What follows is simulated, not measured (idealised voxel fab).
Process module in this document: voxel transistor to metal
Shown is cross-section cut, with a width of 205 nm and square cells of size 5 nm.
Cross-section layout: square cells on a grid; listed as bands, top to bottom; a band spans one or more cell rows. Heights first: top, then bottom, in nm. Then materials, left to right, each with a width in nm. "edge to edge" on a single material: fills the band edge to edge. "empty": empty space. Beneath 0, the wafer as received is one material, and that level is where height counting begins. The lowest band goes on downward without a bottom; it is written like "z 0 and below". Top row gets the first number, bottom row gets the second, and each row in between changes by the same step: that is how a band width like "30..40" works. The cross-section has no changed cell in any step marked "stayed the same". The list in "Cavities, closed" covers empty spaces of 8 cells or more that cannot reach the top through any open way, and it gives each as width x height at distance; the distance is from the left edge, and width, height and distance are in nm. Whatever follows a step's settings on its line is a remark the simulator itself makes about that step. overlay nm: where the mask lay relative to plan, measured to the right, on steps with a mask; negatives go left.

Below is the list of planned process steps:
step 1: RECEIVE, material Si
step 2: CONFORMAL_DEP, material SiO2, thk nm 5
step 3: CONFORMAL_DEP, material SiN, thk nm 10
step 4: DIRECTIONAL_DEP, material aC, thk nm 15
step 5: PATTERN, tone cover, mask id ACTIVE, material resist, width nm 110, thk nm 35, overlay nm 0
step 6: DIRECTIONAL_ETCH, etch materials aC, depth nm 15
step 7: STRIP, etch materials resist
step 8: DIRECTIONAL_ETCH, etch materials SiN, depth nm 10
step 9: DIRECTIONAL_ETCH, etch materials SiO2, depth nm 5
step 10: DIRECTIONAL_ETCH, etch materials Si, depth nm 35
step 11: STRIP, etch materials aC
step 12: OXIDIZE, depth nm 5
step 13: FILL_DEP, material SiO2, thk nm 10
step 14: CMP, height nm 15
step 15: SELECTIVE_ETCH, etch materials SiO2, depth nm 10
step 16: STRIP, etch materials SiN
step 17: SELECTIVE_ETCH, etch materials SiO2, depth nm 5
step 18: OXIDIZE, depth nm 5
step 19: DIRECTIONAL_DEP, material polySi, thk nm 25
step 20: DIRECTIONAL_DEP, material SiCN, thk nm 10
step 21: DIRECTIONAL_DEP, material aC, thk nm 10
step 22: PATTERN, tone cover, mask id GATE, material resist, width nm 20, thk nm 25, overlay nm 0
step 23: DIRECTIONAL_ETCH, etch materials aC, depth nm 10
step 24: STRIP, etch materials resist
step 25: DIRECTIONAL_ETCH, etch materials SiCN, depth nm 20
step 26: DIRECTIONAL_ETCH, etch materials polySi, depth nm 35
step 27: STRIP, etch materials aC
step 28: CONFORMAL_DEP, material SiO2, thk nm 5
step 29: DIRECTIONAL_ETCH, etch materials SiO2, depth nm 5
step 30: CONFORMAL_DEP, material SiN, thk nm 10
step 31: DIRECTIONAL_ETCH, etch materials SiN, depth nm 10
step 32: DIRECTIONAL_ETCH, etch materials SiO2, depth nm 5
step 33: EPI, material pSi, thk nm 5
step 34: FILL_DEP, material SiO2, thk nm 10
step 35: CMP, height nm 35
step 36: DIRECTIONAL_DEP, material SiO2, thk nm 15
step 37: MASKED_ETCH, tone open, mask id CONTACT, width nm 30, pitch nm 60, etch materials SiO2, depth nm 50, overlay nm 0
step 38: CONFORMAL_DEP, material TiN, thk nm 5
step 39: FILL_DEP, material Ru, thk nm 5
step 40: CMP, height nm 50
step 41: CONFORMAL_DEP, material SiCN, thk nm 5
step 42: DIRECTIONAL_DEP, material SiO2, thk nm 15
step 43: MASKED_ETCH, tone open, mask id METAL_1, width nm 15, pitch nm 75, etch materials SiO2, depth nm 15, overlay nm 0
step 44: MASKED_ETCH, tone open, mask id METAL_1, width nm 15, pitch nm 75, etch materials SiCN, depth nm 5, overlay nm 0
step 45: CONFORMAL_DEP, material TiN, thk nm 5
step 46: FILL_DEP, material Ru, thk nm 10
step 47: CMP, height nm 70
step 48: CONFORMAL_DEP, material SiCN, thk nm 5
step 49: DIRECTIONAL_DEP, material SiO2, thk nm 30
step 50: PATTERN, tone open, mask id METAL_2, material resist, width nm 15, pitch nm 75, thk nm 15, overlay nm 0
step 51: DIRECTIONAL_ETCH, etch materials SiO2, depth nm 20
step 52: STRIP, etch materials resist
step 53: MASKED_ETCH, tone open, mask id METAL_2_HOLES, width nm 15, pitch nm 75, etch materials SiO2, depth nm 10, overlay nm 0
step 54: MASKED_ETCH, tone open, mask id METAL_2_HOLES, width nm 15, pitch nm 75, etch materials SiCN, depth nm 5, overlay nm 0
step 55: CONFORMAL_DEP, material TiN, thk nm 5
step 56: FILL_DEP, material Ru, thk nm 10
step 57: CMP, height nm 105
step 58: CONFORMAL_DEP, material SiCN, thk nm 5

Cross-section: wafer on arrival = after step 1:
> z 0 and below  Si edge to edge
> Cavities, closed: none

Wafer at module end, in section. Began as above, planned as above, run with one mistake:
> z 110 to 105  SiCN edge to edge
> z 105 to 75  55 of SiO2 | 5 of TiN | 5 of Ru | 5 of TiN | 60 of SiO2 | 5 of TiN | 5 of Ru | 5 of TiN | 60 of SiO2
> z 75 to 70  55 of SiCN | 15 of TiN | 60 of SiCN | 15 of TiN | 60 of SiCN
> z 70 to 60  Ru edge to edge
> z 60 to 55  60 of TiN | 5 of Ru | 70 of TiN | 5 of Ru | 65 of TiN
> z 55 to 50  55 of SiCN | 15 of TiN | 60 of SiCN | 15 of TiN | 60 of SiCN
> z 50 to 40  55 of SiO2 | 5 of TiN | 20 of Ru | 5 of TiN | 30 of SiO2 | 5 of TiN | 20 of Ru | 5 of TiN | 60 of SiO2
> z 40 to 35  55 of SiO2 | 5 of TiN | 10 of Ru | 15 of TiN | 30 of SiO2 | 15 of TiN | 10 of Ru | 5 of TiN | 60 of SiO2
> z 35 to 25  55 of SiO2 | 5 of TiN | 10 of Ru | 5 of TiN | 10 of SiN | 5 of SiO2 | 20 of SiCN | 5 of SiO2 | 10 of SiN | 5 of TiN | 10 of Ru | 5 of TiN | 60 of SiO2
> z 25 to 5  55 of SiO2 | 5 of TiN | 10 of Ru | 5 of TiN | 10 of SiN | 5 of SiO2 | 20 of polySi | 5 of SiO2 | 10 of SiN | 5 of TiN | 10 of Ru | 5 of TiN | 60 of SiO2
> z 5 to 0  55 of SiO2 | 20 of TiN | 10 of SiN | 5 of SiO2 | 20 of polySi | 5 of SiO2 | 10 of SiN | 20 of TiN | 60 of SiO2
> z 0 to -5  45 of SiO2 | 30 of pSi | 50 of SiO2 | 30 of pSi | 50 of SiO2
> z -5 to -40  50 of SiO2 | 100 of Si | 55 of SiO2
> z -40 and below  Si edge to edge
> Cavities, closed: none
What went wrong in running the wafer? step 42 of the plan was omitted and not executed
